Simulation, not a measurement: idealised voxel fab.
Name of the process module below: voxel tone inversion
It is cross-section cut that appears here, measuring 230 nm in width, its square cells being 5 nm in size.
We lay out every cross-section as a grid of square cells and spell it out in bands from the top down, where one band means one or more rows of cells. Basically the band line says how high the top is and how high the bottom is, in nm, and then what's in it from left to right, every material with its width in nm. Empty space shows up as "air", and if a single material carries "throughout" it runs the full band edge to edge. The level at which height equals 0 is the one under which the wafer, as it arrives, is entirely one material. No lower edge exists for the bottom band, which continues downward and is notated as in "0 down". A width given as "30..40" starts at the first number in the band's top row and ends at the second number in its bottom row, shifting by an equal amount at every step from row to row. You'll sometimes find "no alteration" written for a step, and that's the way of saying that nowhere in the cross-section did a cell change during that step. In "Internal closed voids" the enclosed voids are listed, meaning empty spaces of 8 cells or larger without any opening to the top. The form is width x height at distance, distance from the left edge, units nm. Whatever follows a step's settings on its line is a remark the simulator itself makes about that step. "overlay nm" answers the question of how far to the right of plan the mask lay on a step that has a mask, and when it is negative the answer is to the left.

These are the steps we planned for the process
1: RECEIVE | material Si
2: CONFORMAL_DEP | material SiN | thk nm 10
3: DIRECTIONAL_DEP | material aC | thk nm 25
4: PATTERN | tone cover | mask id POSTS | material resist | width nm 20 | pitch nm 35 | thk nm 35 | overlay nm 0
5: DIRECTIONAL_ETCH | etch materials aC | depth nm 25
6: STRIP | etch materials resist
7: FILL_DEP | material lowk | thk nm 10
8: CMP | height nm 35
9: STRIP | etch materials aC

As received, after step 1
  0 down: Si throughout
  Internal closed voids: none

Wafer cross-section at module end: first of two, run to plan
  35 to 10: lowk 70  air 20  lowk 15  air 20  lowk 15  air 20  lowk 70
  10 to 0: SiN throughout
  0 down: Si throughout
  Internal closed voids: none

Second wafer cross-section at end of module - shared start and plan with the first, one mistake in the run
  35 to 10: air 70  lowk 20  air 15  lowk 20  air 15  lowk 20  air 70
  10 to 0: SiN throughout
  0 down: Si throughout
  Internal closed voids: none
Run error: step 4 did not use the planned setting and instead ran as PATTERN | tone open | mask id POSTS | material resist | width nm 20 | pitch nm 35 | thk nm 35 | overlay nm 0
Final wafer comparison in cells, second versus first, more or fewer per material: lowk: 110 fewer
